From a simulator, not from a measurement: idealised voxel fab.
Process module, titled voxel trench capacitor
Cross-section cut: width 285 nm, square cells of 5 nm.
Format of a cross-section: grid, square cells. Given as bands. Order: top down. Band: one or more rows of cells.
What a band's entry tells you: where the top is and where the bottom is, as heights in nm, and after that what lies inside, material by material from left to right, each with its width in nm. Empty space is written as the word "air", and a single material marked with the word "edge to edge" occupies the band from edge to edge.
Heights from 0 (as-received wafer is one material below). Bottom band endless downward, as "0 and below".
You'd read "30..40" like this: the band's top row of cells is as wide as the first number, its bottom row is as wide as the second, and going down, every row changes width by the same amount as the row before did.
For the purposes of this document, the phrase "no modification" attached to a step denotes that no cell within the cross-section was modified by that step.
Closed empty spaces (no open way to the top) of 8 cells or more are what "Closed void catalog" lists, each as width x height at distance from the left edge, nm for all three.
Whatever follows a step's settings on its line is a remark the simulator itself makes about that step.
overlay nm: right-of-plan distance of the mask on a masked step; negative values mean left-of-plan.
### Listed below are the process steps as planned
1,RECEIVE (material Si)
2,CONFORMAL_DEP (material SiN; thk nm 10)
3,MASKED_ETCH (tone open; mask id TRENCH; width nm 25; pitch nm 55; etch materials SiN; depth nm 10; overlay nm 0)
4,MASKED_ETCH (tone open; mask id TRENCH; width nm 25; pitch nm 55; etch materials Si; depth nm 40; overlay nm 0)
5,CONFORMAL_DEP (material HfO2; thk nm 5)
6,CONFORMAL_DEP (material TiN; thk nm 5)
7,FILL_DEP (material W; thk nm 10)
8,CMP (height nm 10)
### First of two wafers, with the run carried out as planned
### Wafer as received: cross-section following step 1
- 0 and below = Si edge to edge
- Closed void catalog: none
### Cross-section of the wafer subsequent to step 2
- 10 down to 0 = SiN edge to edge
- Below 0, the layers are the same as they were.
### Cross-section of the wafer subsequent to step 3
- 10 down to 0 = 100 nm SiN; 25 nm air; 30 nm SiN; 25 nm air; 105 nm SiN
- Below 0, the layers are the same as they were.
### Cross-section of the wafer subsequent to step 4
- 10 down to 0 = 100 nm SiN; 25 nm air; 30 nm SiN; 25 nm air; 105 nm SiN
- 0 down to -40 = 100 nm Si; 25 nm air; 30 nm Si; 25 nm air; 105 nm Si
- Below -40, the layers are the same as they were.
### Cross-section of the wafer subsequent to step 5
- 15 down to 10 = 105 nm HfO2; 15 nm air; 40 nm HfO2; 15 nm air; 110 nm HfO2
- 10 down to 0 = 100 nm SiN; 5 nm HfO2; 15 nm air; 5 nm HfO2; 30 nm SiN; 5 nm HfO2; 15 nm air; 5 nm HfO2; 105 nm SiN
- 0 down to -35 = 100 nm Si; 5 nm HfO2; 15 nm air; 5 nm HfO2; 30 nm Si; 5 nm HfO2; 15 nm air; 5 nm HfO2; 105 nm Si
- -35 down to -40 = 100 nm Si; 25 nm HfO2; 30 nm Si; 25 nm HfO2; 105 nm Si
- Below -40, the layers are the same as they were.
### Cross-section of the wafer subsequent to step 6
- 20 down to 15 = 110 nm TiN; 5 nm air; 50 nm TiN; 5 nm air; 115 nm TiN
- 15 down to 10 = 105 nm HfO2; 5 nm TiN; 5 nm air; 5 nm TiN; 40 nm HfO2; 5 nm TiN; 5 nm air; 5 nm TiN; 110 nm HfO2
- 10 down to 0 = 100 nm SiN; 5 nm HfO2; 5 nm TiN; 5 nm air; 5 nm TiN; 5 nm HfO2; 30 nm SiN; 5 nm HfO2; 5 nm TiN; 5 nm air; 5 nm TiN; 5 nm HfO2; 105 nm SiN
- 0 down to -30 = 100 nm Si; 5 nm HfO2; 5 nm TiN; 5 nm air; 5 nm TiN; 5 nm HfO2; 30 nm Si; 5 nm HfO2; 5 nm TiN; 5 nm air; 5 nm TiN; 5 nm HfO2; 105 nm Si
- -30 down to -35 = 100 nm Si; 5 nm HfO2; 15 nm TiN; 5 nm HfO2; 30 nm Si; 5 nm HfO2; 15 nm TiN; 5 nm HfO2; 105 nm Si
- Below -35, the layers are the same as they were.
### Cross-section of the wafer subsequent to step 7
- 30 down to 20 = W edge to edge
- 20 down to 15 = 110 nm TiN; 5 nm W; 50 nm TiN; 5 nm W; 115 nm TiN
- 15 down to 10 = 105 nm HfO2; 5 nm TiN; 5 nm W; 5 nm TiN; 40 nm HfO2; 5 nm TiN; 5 nm W; 5 nm TiN; 110 nm HfO2
- 10 down to 0 = 100 nm SiN; 5 nm HfO2; 5 nm TiN; 5 nm W; 5 nm TiN; 5 nm HfO2; 30 nm SiN; 5 nm HfO2; 5 nm TiN; 5 nm W; 5 nm TiN; 5 nm HfO2; 105 nm SiN
- 0 down to -30 = 100 nm Si; 5 nm HfO2; 5 nm TiN; 5 nm W; 5 nm TiN; 5 nm HfO2; 30 nm Si; 5 nm HfO2; 5 nm TiN; 5 nm W; 5 nm TiN; 5 nm HfO2; 105 nm Si
- Below -30, the layers are the same as they were.
### Cross-section of the wafer subsequent to step 8
- 10 down to 0 = 100 nm SiN; 5 nm HfO2; 5 nm TiN; 5 nm W; 5 nm TiN; 5 nm HfO2; 30 nm SiN; 5 nm HfO2; 5 nm TiN; 5 nm W; 5 nm TiN; 5 nm HfO2; 105 nm SiN
- Below 0, the layers are the same as they were.
### Second wafer. Start and plan as for the first. One mistake made in running. Agrees with the first up to and including step 7
### Cross-sectional representation of the second wafer at the time designated in the plan for the completion of step 8
- 0 down to -30 = 100 nm Si; 5 nm HfO2; 5 nm TiN; 5 nm W; 5 nm TiN; 5 nm HfO2; 30 nm Si; 5 nm HfO2; 5 nm TiN; 5 nm W; 5 nm TiN; 5 nm HfO2; 105 nm Si
- Below -30, the layers are the same as they were.
Deviation from plan: step 8 was not run as planned; what actually ran was CMP (height nm 0)
Final comparison by cell count, materials where the second wafer has more or fewer than the first: -8 HfO2; -94 SiN; -8 TiN; -4 W
